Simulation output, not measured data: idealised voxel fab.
The following is a process module called voxel capacitor over wiring.
295 nm wide, 5 nm square cells: that's cross-section cut.
In this document a cross-section is written as a grid of square cells. It is given as a series of bands, listed from the top down, and a band is one or more rows of cells. Each band's line starts with the height of the band's top and of its bottom, in nm. Then come its materials from left to right, each with its width in nm. One material with "edge to edge" fills the band from edge to edge. "air" is empty space. Heights are expressed relative to 0, this being the level below which the as-received wafer comprises one material exclusively. The lowest band is unbounded in the downward direction and is denoted as in "0 nm and below". A width such as "30 to 40" changes by the same amount from each row of cells to the next, from the band's top row to its bottom row. Take "nothing got changed" at face value: in the step it is given for, the cross-section changed in none of its cells. "Enclosed voids" means: voids of 8 cells or more that are shut off from the top with no open way through. Written width x height at distance, distance from the left edge, in nm. Where a step's line continues beyond its settings, the continuation is a remark by the simulator itself on that step. overlay nm: mask right of planned place by this much (step with mask). Neg. = left.
The steps planned for the process are as follows:
1: RECEIVE,material Si
2: CONFORMAL_DEP,material SiO2,thk nm 15
3: DIRECTIONAL_DEP,material TiN,thk nm 5
4: DIRECTIONAL_DEP,material W,thk nm 15
5: PATTERN,tone cover,mask id METAL_1,material resist,width nm 25,pitch nm 95,thk nm 15,overlay nm 0
6: DIRECTIONAL_ETCH,etch materials W,depth nm 15
7: DIRECTIONAL_ETCH,etch materials TiN,depth nm 5
8: STRIP,etch materials resist
9: CONFORMAL_DEP,material SiCN,thk nm 5
10: FILL_DEP,material SiO2,thk nm 5
11: CMP,height nm 35
12: CONFORMAL_DEP,material SiCN,thk nm 5
13: DIRECTIONAL_DEP,material lowk,thk nm 15
14: MASKED_ETCH,tone open,mask id PLUG_1,width nm 15,etch materials lowk,depth nm 15,overlay nm 0
15: MASKED_ETCH,tone open,mask id PLUG_1,width nm 15,etch materials SiCN,depth nm 5,overlay nm 0
16: CONFORMAL_DEP,material TiN,thk nm 5
17: FILL_DEP,material Ru,thk nm 5
18: CMP,height nm 55
19: DIRECTIONAL_DEP,material TiN,thk nm 5
20: DIRECTIONAL_DEP,material Al2O3,thk nm 5
21: DIRECTIONAL_DEP,material TiN,thk nm 5
22: DIRECTIONAL_DEP,material aC,thk nm 15
23: PATTERN,tone cover,mask id UPPER_PLATE,material resist,width nm 75,thk nm 35,overlay nm 0
24: DIRECTIONAL_ETCH,etch materials aC,depth nm 15
25: STRIP,etch materials resist
26: DIRECTIONAL_ETCH,etch materials TiN,depth nm 5
27: DIRECTIONAL_ETCH,etch materials Al2O3,depth nm 5
28: STRIP,etch materials aC
29: DIRECTIONAL_DEP,material aC,thk nm 10
30: PATTERN,tone cover,mask id LOWER_PLATE,material resist,width nm 85,thk nm 25,overlay nm 0
31: DIRECTIONAL_ETCH,etch materials aC,depth nm 10
32: STRIP,etch materials resist
33: DIRECTIONAL_ETCH,etch materials TiN,depth nm 5
34: STRIP,etch materials aC
35: FILL_DEP,material SiO2,thk nm 20
36: CMP,height nm 85
37: PATTERN,tone open,mask id PLUG_2,material resist,width nm 15,thk nm 20,overlay nm 0
38: DIRECTIONAL_ETCH,etch materials SiO2,depth nm 15
39: STRIP,etch materials resist
40: CONFORMAL_DEP,material TiN,thk nm 5
41: FILL_DEP,material W,thk nm 5
42: CMP,height nm 85
43: CONFORMAL_DEP,material SiN,thk nm 5
Cross-section, incoming material, after step 1:
0 nm and below = Si edge to edge
Enclosed voids: none
Wafer at module end, in section. Began as above, planned as above, run with one mistake:
90 nm to 85 nm = SiN edge to edge
85 nm to 75 nm = 105 nm SiO2, then 5 nm TiN, then 5 nm W, then 5 nm TiN, then 175 nm SiO2
75 nm to 65 nm = 105 to 95 nm SiO2, then 15 to 75 nm TiN, then 175 to 125 nm SiO2
65 nm to 60 nm = 95 nm SiO2, then 75 nm Al2O3, then 125 nm SiO2
60 nm to 55 nm = 90 nm SiO2, then 85 nm TiN, then 120 nm SiO2
55 nm to 40 nm = 95 nm lowk, then 5 nm TiN, then 5 nm Ru, then 5 nm TiN, then 185 nm lowk
40 nm to 35 nm = 95 nm SiCN, then 15 nm TiN, then 185 nm SiCN
35 nm to 20 nm = 85 nm W, then 5 nm SiCN, then 15 nm SiO2, then 5 nm SiCN, then 70 nm W, then 5 nm SiCN, then 15 nm SiO2, then 5 nm SiCN, then 90 nm W
20 nm to 15 nm = 85 nm TiN, then 25 nm SiCN, then 70 nm TiN, then 25 nm SiCN, then 90 nm TiN
15 nm to 0 nm = SiO2 edge to edge
0 nm and below = Si edge to edge
Enclosed voids: none
Deviation noted in wafer processing: step 5 changed vs plan, executed as PATTERN,tone open,mask id METAL_1,material resist,width nm 25,pitch nm 95,thk nm 15,overlay nm 0
